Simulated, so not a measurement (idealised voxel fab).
Process module under the name voxel transistor to metal
190 nm wide, 5 nm square cells: that's cross-section cut.
A cross-section in this document is a grid of square cells, and it is written down as bands, the top band listed before the ones below it; a band is made up of one or more rows of cells. Top, bottom (nm), then materials left to right with widths (nm); lone material tagged "full width" fills the whole band edge to edge; "air" = empty space. For the purposes of this specification, 0 denotes the height below which the wafer in its as-received condition is composed wholly of one material, and the lowermost band, lacking a lower limit, extends downward without end, as expressed in "from 0 down". Graded width ("30..40"): value in top row of band = first number; value in bottom row = second number; row-to-row change constant. Where a step carries "all unchanged", the cross-section came out of it unchanged, cell for cell. Closed empty spaces (no open way to the top) of 8 cells or more are what "Fully closed voids" lists, each as width x height at distance from the left edge, nm for all three. Step line, after settings: the simulator's comment on this step. Regarding "overlay nm": on a step with a mask, it is the distance the mask lay to the right of its planned place; a negative value places it to the left.
-- So here's the lineup of process steps we planned
1) RECEIVE, material Si
2) OXIDIZE, depth nm 5
3) CONFORMAL_DEP, material SiN, thk nm 15
4) MASKED_ETCH, tone cover, mask id ACTIVE, width nm 100, etch materials SiN, depth nm 15, overlay nm 0
5) MASKED_ETCH, tone cover, mask id ACTIVE, width nm 100, etch materials SiO2, depth nm 5, overlay nm 0
6) MASKED_ETCH, tone cover, mask id ACTIVE, width nm 100, etch materials Si, depth nm 30, overlay nm 0
7) FILL_DEP, material SiO2, thk nm 15
8) CMP, height nm 15
9) SELECTIVE_ETCH, etch materials SiO2, depth nm 5
10) STRIP, etch materials SiN
11) SELECTIVE_ETCH, etch materials SiO2, depth nm 5
12) OXIDIZE, depth nm 5
13) DIRECTIONAL_DEP, material polySi, thk nm 25
14) DIRECTIONAL_DEP, material SiCN, thk nm 15
15) MASKED_ETCH, tone cover, mask id GATE, width nm 20, etch materials SiCN, depth nm 25, overlay nm 0
16) MASKED_ETCH, tone cover, mask id GATE, width nm 20, etch materials polySi, depth nm 35, overlay nm 0
17) CONFORMAL_DEP, material SiN, thk nm 10
18) DIRECTIONAL_ETCH, etch materials SiN, depth nm 10
19) DIRECTIONAL_ETCH, etch materials SiO2, depth nm 5
20) DIRECTIONAL_ETCH, etch materials Si, depth nm 5
21) EPI, material nSi, thk nm 5
22) FILL_DEP, material SiO2, thk nm 5
23) CMP, height nm 35
24) DIRECTIONAL_DEP, material SiO2, thk nm 15
25) MASKED_ETCH, tone open, mask id CONTACT, width nm 20, pitch nm 70, etch materials SiO2, depth nm 60, overlay nm 0
26) CONFORMAL_DEP, material TiN, thk nm 5
27) FILL_DEP, material Ru, thk nm 10
28) CMP, height nm 50
29) DIRECTIONAL_DEP, material TiN, thk nm 5
30) DIRECTIONAL_DEP, material Ru, thk nm 15
31) PATTERN, tone cover, mask id METAL_1, material resist, width nm 20, pitch nm 70, thk nm 20, overlay nm 0
32) DIRECTIONAL_ETCH, etch materials Ru, depth nm 15
33) DIRECTIONAL_ETCH, etch materials TiN, depth nm 5
34) STRIP, etch materials resist
35) CONFORMAL_DEP, material SiN, thk nm 5
36) FILL_DEP, material SiO2, thk nm 5
37) CMP, height nm 70
38) CONFORMAL_DEP, material SiCN, thk nm 5
-- Incoming wafer in cross-section (state: after step 1)
from 0 down = Si full width
Fully closed voids: none
-- Post-module cross-section of the first of two wafers (run per plan)
from 75 to 70 = SiCN full width
from 70 to 55 = 45 of SiO2; 5 of SiN; 20 of Ru; 5 of SiN; 40 of SiO2; 5 of SiN; 20 of Ru; 5 of SiN; 45 of SiO2
from 55 to 50 = 50 of SiN; 20 of TiN; 50 of SiN; 20 of TiN; 50 of SiN
from 50 to 35 = 50 of SiO2; 5 of TiN; 10 of Ru; 5 of TiN; 50 of SiO2; 5 of TiN; 10 of Ru; 5 of TiN; 50 of SiO2
from 35 to 20 = 50 of SiO2; 5 of TiN; 10 of Ru; 5 of TiN; 5 of SiO2; 10 of SiN; 20 of SiCN; 10 of SiN; 5 of SiO2; 5 of TiN; 10 of Ru; 5 of TiN; 50 of SiO2
from 20 to 5 = 50 of SiO2; 5 of TiN; 10 of Ru; 5 of TiN; 5 of SiO2; 10 of SiN; 20 of polySi; 10 of SiN; 5 of SiO2; 5 of TiN; 10 of Ru; 5 of TiN; 50 of SiO2
from 5 to -5 = 40 of SiO2; 10 of SiN; 5..10 of TiN; 10..5 of Ru; 5 of TiN; 5 of SiO2; 10 of SiN; 20 of polySi; 10 of SiN; 5 of SiO2; 5 of TiN; 10..5 of Ru; 5..10 of TiN; 10 of SiN; 40 of SiO2
from -5 to -10 = 50 of SiO2; 5 of nSi; 15 of TiN; 5 of nSi; 40 of SiO2; 5 of nSi; 15 of TiN; 5 of nSi; 50 of SiO2
from -10 to -15 = 45 of SiO2; 5 of Si; 25 of nSi; 40 of Si; 25 of nSi; 5 of Si; 45 of SiO2
from -15 to -35 = 45 of SiO2; 100 of Si; 45 of SiO2
from -35 down = Si full width
Fully closed voids: none
-- Same start, same plan as the first wafer - but one mistake in the run. Cross-section of the second of the two at the end of the module
from 75 to 70 = SiCN full width
from 70 to 55 = 45 of SiO2; 5 of SiN; 20 of Ru; 5 of SiN; 40 of SiO2; 5 of SiN; 20 of Ru; 5 of SiN; 45 of SiO2
from 55 to 50 = 50 of SiN; 20 of TiN; 50 of SiN; 20 of TiN; 50 of SiN
from 50 to 35 = 45 of SiO2; 5 of TiN; 20 of Ru; 5 of TiN; 40 of SiO2; 5 of TiN; 20 of Ru; 5 of TiN; 45 of SiO2
from 35 to 20 = 45 of SiO2; 5 of TiN; 20 of Ru; 5 of TiN; 10 of SiN; 20 of SiCN; 10 of SiN; 5 of TiN; 20 of Ru; 5 of TiN; 45 of SiO2
from 20 to 10 = 45 of SiO2; 5 of TiN; 20 of Ru; 5 of TiN; 10 of SiN; 20 of polySi; 10 of SiN; 5 of TiN; 20 of Ru; 5 of TiN; 45 of SiO2
from 10 to 5 = 45 of SiO2; 10 of TiN; 15 of Ru; 5 of TiN; 10 of SiN; 20 of polySi; 10 of SiN; 5 of TiN; 15 of Ru; 10 of TiN; 45 of SiO2
from 5 to -5 = 40 of SiO2; 10 of SiN; 5..10 of TiN; 15..5 of Ru; 5..10 of TiN; 10 of SiN; 20 of polySi; 10 of SiN; 5..10 of TiN; 15..5 of Ru; 5..10 of TiN; 10 of SiN; 40 of SiO2
from -5 to -10 = 50 of SiO2; 5 of nSi; 15 of TiN; 5 of nSi; 40 of SiO2; 5 of nSi; 15 of TiN; 5 of nSi; 50 of SiO2
from -10 to -15 = 45 of SiO2; 5 of Si; 25 of nSi; 40 of Si; 25 of nSi; 5 of Si; 45 of SiO2
from -15 to -35 = 45 of SiO2; 100 of Si; 45 of SiO2
from -35 down = Si full width
Fully closed voids: none
Diagnosis: heads up, step 25 didn't go per plan, it actually ran as MASKED_ETCH, tone open, mask id CONTACT, width nm 30, pitch nm 70, etch materials SiO2, depth nm 60, overlay nm 0
The final cell counts differ between the wafers, with the second having more or fewer of some materials than the first: Ru: 36 more | SiO2: 40 fewer | TiN: 4 more
